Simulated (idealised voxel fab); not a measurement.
Process module name: voxel self aligned contacts
In the cross-section labelled cut, the width is 285 nm and each square cell is 5 nm.
When this document writes out a cross-section, it uses a grid of square cells and lists it as bands, beginning at the top and moving down, with a band standing for one or more rows of cells. Top height, bottom height, nm. Materials left to right, width each, nm. Single material + "everywhere" = fills band edge to edge. "blank" = empty. It should be noted that heights are counted from 0, beneath which the wafer as supplied is of one material throughout, and that the lowest band possesses no lower boundary but continues downward, as written in "0..down". Read "30..40" as a graded width: first number on top, second number at the bottom, same change between each pair of neighbouring rows. The cross-section has no changed cell in any step marked "nothing was modified". What "Trapped cavities" gives you is every empty space of 8 cells or more that is cut off from the top. Each appears as width x height at distance, with the distance taken from the left edge and width, height and distance all in nm. Text after the settings on a step's line: the simulator's own remark on that step. "overlay nm" denotes, for a step that has a mask, the displacement of the mask to the right of its planned place, with negative values corresponding to the left.
**The process steps that were planned are listed below**
| 1 | RECEIVE,material Si |
| 2 | OXIDIZE,depth nm 5 |
| 3 | DIRECTIONAL_DEP,material polySi,thk nm 30 |
| 4 | DIRECTIONAL_DEP,material SiN,thk nm 25 |
| 5 | PATTERN,tone cover,mask id GATE,material resist,width nm 35,pitch nm 75,thk nm 20,overlay nm 0 |
| 6 | DIRECTIONAL_ETCH,etch materials SiN,depth nm 25 |
| 7 | DIRECTIONAL_ETCH,etch materials polySi,depth nm 30 |
| 8 | STRIP,etch materials resist |
| 9 | CONFORMAL_DEP,material SiN,thk nm 10 |
| 10 | DIRECTIONAL_ETCH,etch materials SiN,depth nm 10 |
| 11 | FILL_DEP,material SiO2,thk nm 20 |
| 12 | CMP,height nm 65 |
| 13 | PATTERN,tone open,mask id CONTACT,material resist,width nm 50,pitch nm 75,thk nm 15,overlay nm 0 |
| 14 | DIRECTIONAL_ETCH,etch materials SiO2,depth nm 70 |
| 15 | STRIP,etch materials resist |
| 16 | CONFORMAL_DEP,material TiN,thk nm 5 |
| 17 | FILL_DEP,material W,thk nm 10 |
| 18 | CMP,height nm 65 |
| 19 | CONFORMAL_DEP,material SiN,thk nm 5 |
**Run as planned: first of two wafers**
**Cross-section, incoming material, after step 1**
> 0..down | Si everywhere
> Trapped cavities: none
**after step 2**
> 0..-5 | SiO2 everywhere
> Under -5: no change, same as before.
**after step 3**
> 30..0 | polySi everywhere
> Under 0: no change, same as before.
**after step 4**
> 55..30 | SiN everywhere
> Under 30: no change, same as before.
**after step 5**
> 75..55 | blank 50 | resist 35 | blank 40 | resist 35 | blank 40 | resist 35 | blank 50
> Under 55: no change, same as before.
**after step 6**
> 75..55 | blank 50 | resist 35 | blank 40 | resist 35 | blank 40 | resist 35 | blank 50
> 55..30 | blank 50 | SiN 35 | blank 40 | SiN 35 | blank 40 | SiN 35 | blank 50
> Under 30: no change, same as before.
**after step 7**
> 75..55 | blank 50 | resist 35 | blank 40 | resist 35 | blank 40 | resist 35 | blank 50
> 55..30 | blank 50 | SiN 35 | blank 40 | SiN 35 | blank 40 | SiN 35 | blank 50
> 30..0 | blank 50 | polySi 35 | blank 40 | polySi 35 | blank 40 | polySi 35 | blank 50
> Under 0: no change, same as before.
**after step 8**
> 55..30 | blank 50 | SiN 35 | blank 40 | SiN 35 | blank 40 | SiN 35 | blank 50
> Under 30: no change, same as before.
**after step 9**
> 65..30 | blank 40 | SiN 55 | blank 20 | SiN 55 | blank 20 | SiN 55 | blank 40
> 30..10 | blank 40 | SiN 10 | polySi 35 | SiN 10 | blank 20 | SiN 10 | polySi 35 | SiN 10 | blank 20 | SiN 10 | polySi 35 | SiN 10 | blank 40
> 10..0 | SiN 50 | polySi 35 | SiN 40 | polySi 35 | SiN 40 | polySi 35 | SiN 50
> Under 0: no change, same as before.
**after step 10**
> 55..30 | blank 40 | SiN 55 | blank 20 | SiN 55 | blank 20 | SiN 55 | blank 40
> 30..0 | blank 40 | SiN 10 | polySi 35 | SiN 10 | blank 20 | SiN 10 | polySi 35 | SiN 10 | blank 20 | SiN 10 | polySi 35 | SiN 10 | blank 40
> Under 0: no change, same as before.
**after step 11**
> 75..55 | SiO2 everywhere
> 55..30 | SiO2 40 | SiN 55 | SiO2 20 | SiN 55 | SiO2 20 | SiN 55 | SiO2 40
> 30..0 | SiO2 40 | SiN 10 | polySi 35 | SiN 10 | SiO2 20 | SiN 10 | polySi 35 | SiN 10 | SiO2 20 | SiN 10 | polySi 35 | SiN 10 | SiO2 40
> Under 0: no change, same as before.
**after step 12**
> 65..55 | SiO2 everywhere
> Under 55: no change, same as before.
**after step 13**
> 80..65 | resist 80 | blank 50 | resist 25 | blank 50 | resist 80
> Under 65: no change, same as before.
**after step 14**
> 80..65 | resist 80 | blank 50 | resist 25 | blank 50 | resist 80
> 65..55 | SiO2 80 | blank 50 | SiO2 25 | blank 50 | SiO2 80
> 55..30 | SiO2 40 | SiN 55 | blank 20 | SiN 55 | blank 20 | SiN 55 | SiO2 40
> 30..0 | SiO2 40 | SiN 10 | polySi 35 | SiN 10 | blank 20 | SiN 10 | polySi 35 | SiN 10 | blank 20 | SiN 10 | polySi 35 | SiN 10 | SiO2 40
> 0..-5 | SiO2 95 | blank 20 | SiO2 55 | blank 20 | SiO2 95
> Under -5: no change, same as before.
**after step 15**
> 65..55 | SiO2 80 | blank 50 | SiO2 25 | blank 50 | SiO2 80
> Under 55: no change, same as before.
**after step 16**
> 70..65 | TiN 85 | blank 40 | TiN 35 | blank 40 | TiN 85
> 65..55 | SiO2 80 | TiN 5..20 | blank 40..10 | TiN 5..20 | SiO2 25 | TiN 5..20 | blank 40..10 | TiN 5..20 | SiO2 80
> 55..30 | SiO2 40 | SiN 55 | TiN 5 | blank 10 | TiN 5 | SiN 55 | TiN 5 | blank 10 | TiN 5 | SiN 55 | SiO2 40
> 30..0 | SiO2 40 | SiN 10 | polySi 35 | SiN 10 | TiN 5 | blank 10 | TiN 5 | SiN 10 | polySi 35 | SiN 10 | TiN 5 | blank 10 | TiN 5 | SiN 10 | polySi 35 | SiN 10 | SiO2 40
> 0..-5 | SiO2 95 | TiN 20 | SiO2 55 | TiN 20 | SiO2 95
> Under -5: no change, same as before.
**after step 17**
> 80..70 | W everywhere
> 70..65 | TiN 85 | W 40 | TiN 35 | W 40 | TiN 85
> 65..55 | SiO2 80 | TiN 5..20 | W 40..10 | TiN 5..20 | SiO2 25 | TiN 5..20 | W 40..10 | TiN 5..20 | SiO2 80
> 55..30 | SiO2 40 | SiN 55 | TiN 5 | W 10 | TiN 5 | SiN 55 | TiN 5 | W 10 | TiN 5 | SiN 55 | SiO2 40
> 30..0 | SiO2 40 | SiN 10 | polySi 35 | SiN 10 | TiN 5 | W 10 | TiN 5 | SiN 10 | polySi 35 | SiN 10 | TiN 5 | W 10 | TiN 5 | SiN 10 | polySi 35 | SiN 10 | SiO2 40
> Under 0: no change, same as before.
**after step 18**
> 65..55 | SiO2 80 | TiN 5..20 | W 40..10 | TiN 5..20 | SiO2 25 | TiN 5..20 | W 40..10 | TiN 5..20 | SiO2 80
> Under 55: no change, same as before.
**after step 19**
> 70..65 | SiN everywhere
> Under 65: no change, same as before.
**It is to be noted that the second wafer proceeded from the same initial state and according to the same plan as the first, although one mistake was committed in its execution; through step 2, inclusive, the two wafers share an identical history**
**when step 3 should have ended**
> 25..0 | SiN everywhere
> Under 0: no change, same as before.
**when step 4 should have ended**
> 55..25 | polySi everywhere
> Under 25: no change, same as before.
**when step 5 should have ended**
> 75..55 | blank 50 | resist 35 | blank 40 | resist 35 | blank 40 | resist 35 | blank 50
> Under 55: no change, same as before.
when step 6 should have ended: nothing was modified
**when step 7 should have ended**
> 75..55 | blank 50 | resist 35 | blank 40 | resist 35 | blank 40 | resist 35 | blank 50
> 55..25 | blank 50 | polySi 35 | blank 40 | polySi 35 | blank 40 | polySi 35 | blank 50
> Under 25: no change, same as before.
**when step 8 should have ended**
> 55..25 | blank 50 | polySi 35 | blank 40 | polySi 35 | blank 40 | polySi 35 | blank 50
> Under 25: no change, same as before.
**when step 9 should have ended**
> 65..55 | blank 40 | SiN 55 | blank 20 | SiN 55 | blank 20 | SiN 55 | blank 40
> 55..35 | blank 40 | SiN 10 | polySi 35 | SiN 10 | blank 20 | SiN 10 | polySi 35 | SiN 10 | blank 20 | SiN 10 | polySi 35 | SiN 10 | blank 40
> 35..25 | SiN 50 | polySi 35 | SiN 40 | polySi 35 | SiN 40 | polySi 35 | SiN 50
> Under 25: no change, same as before.
**when step 10 should have ended**
> 55..25 | blank 40 | SiN 10 | polySi 35 | SiN 10 | blank 20 | SiN 10 | polySi 35 | SiN 10 | blank 20 | SiN 10 | polySi 35 | SiN 10 | blank 40
> Under 25: no change, same as before.
**when step 11 should have ended**
> 75..55 | SiO2 everywhere
> 55..25 | SiO2 40 | SiN 10 | polySi 35 | SiN 10 | SiO2 20 | SiN 10 | polySi 35 | SiN 10 | SiO2 20 | SiN 10 | polySi 35 | SiN 10 | SiO2 40
> Under 25: no change, same as before.
**when step 12 should have ended**
> 65..55 | SiO2 everywhere
> Under 55: no change, same as before.
**when step 13 should have ended**
> 80..65 | resist 80 | blank 50 | resist 25 | blank 50 | resist 80
> Under 65: no change, same as before.
**when step 14 should have ended**
> 80..65 | resist 80 | blank 50 | resist 25 | blank 50 | resist 80
> 65..55 | SiO2 80 | blank 50 | SiO2 25 | blank 50 | SiO2 80
> 55..25 | SiO2 40 | SiN 10 | polySi 35 | SiN 10 | blank 20 | SiN 10 | polySi 35 | SiN 10 | blank 20 | SiN 10 | polySi 35 | SiN 10 | SiO2 40
> Under 25: no change, same as before.
**when step 15 should have ended**
> 65..55 | SiO2 80 | blank 50 | SiO2 25 | blank 50 | SiO2 80
> Under 55: no change, same as before.
**when step 16 should have ended**
> 70..65 | TiN 85 | blank 40 | TiN 35 | blank 40 | TiN 85
> 65..55 | SiO2 80 | TiN 5..20 | blank 40..10 | TiN 5..20 | SiO2 25 | TiN 5..20 | blank 40..10 | TiN 5..20 | SiO2 80
> 55..30 | SiO2 40 | SiN 10 | polySi 35 | SiN 10 | TiN 5 | blank 10 | TiN 5 | SiN 10 | polySi 35 | SiN 10 | TiN 5 | blank 10 | TiN 5 | SiN 10 | polySi 35 | SiN 10 | SiO2 40
> 30..25 | SiO2 40 | SiN 10 | polySi 35 | SiN 10 | TiN 20 | SiN 10 | polySi 35 | SiN 10 | TiN 20 | SiN 10 | polySi 35 | SiN 10 | SiO2 40
> Under 25: no change, same as before.
**when step 17 should have ended**
> 80..70 | W everywhere
> 70..65 | TiN 85 | W 40 | TiN 35 | W 40 | TiN 85
> 65..55 | SiO2 80 | TiN 5..20 | W 40..10 | TiN 5..20 | SiO2 25 | TiN 5..20 | W 40..10 | TiN 5..20 | SiO2 80
> 55..30 | SiO2 40 | SiN 10 | polySi 35 | SiN 10 | TiN 5 | W 10 | TiN 5 | SiN 10 | polySi 35 | SiN 10 | TiN 5 | W 10 | TiN 5 | SiN 10 | polySi 35 | SiN 10 | SiO2 40
> Under 30: no change, same as before.
**when step 18 should have ended**
> 65..55 | SiO2 80 | TiN 5..20 | W 40..10 | TiN 5..20 | SiO2 25 | TiN 5..20 | W 40..10 | TiN 5..20 | SiO2 80
> Under 55: no change, same as before.
**when step 19 should have ended**
> 70..65 | SiN everywhere
> Under 65: no change, same as before.
Which mistake was made when the wafer was run? the executed order of steps 3 and 4 is the reverse of that specified in the plan, each step having taken the other's position
The closing comparison, in cells, has the second wafer with more or fewer of some materials than the first: +120 SiN, -72 SiO2, -24 TiN, -24 W
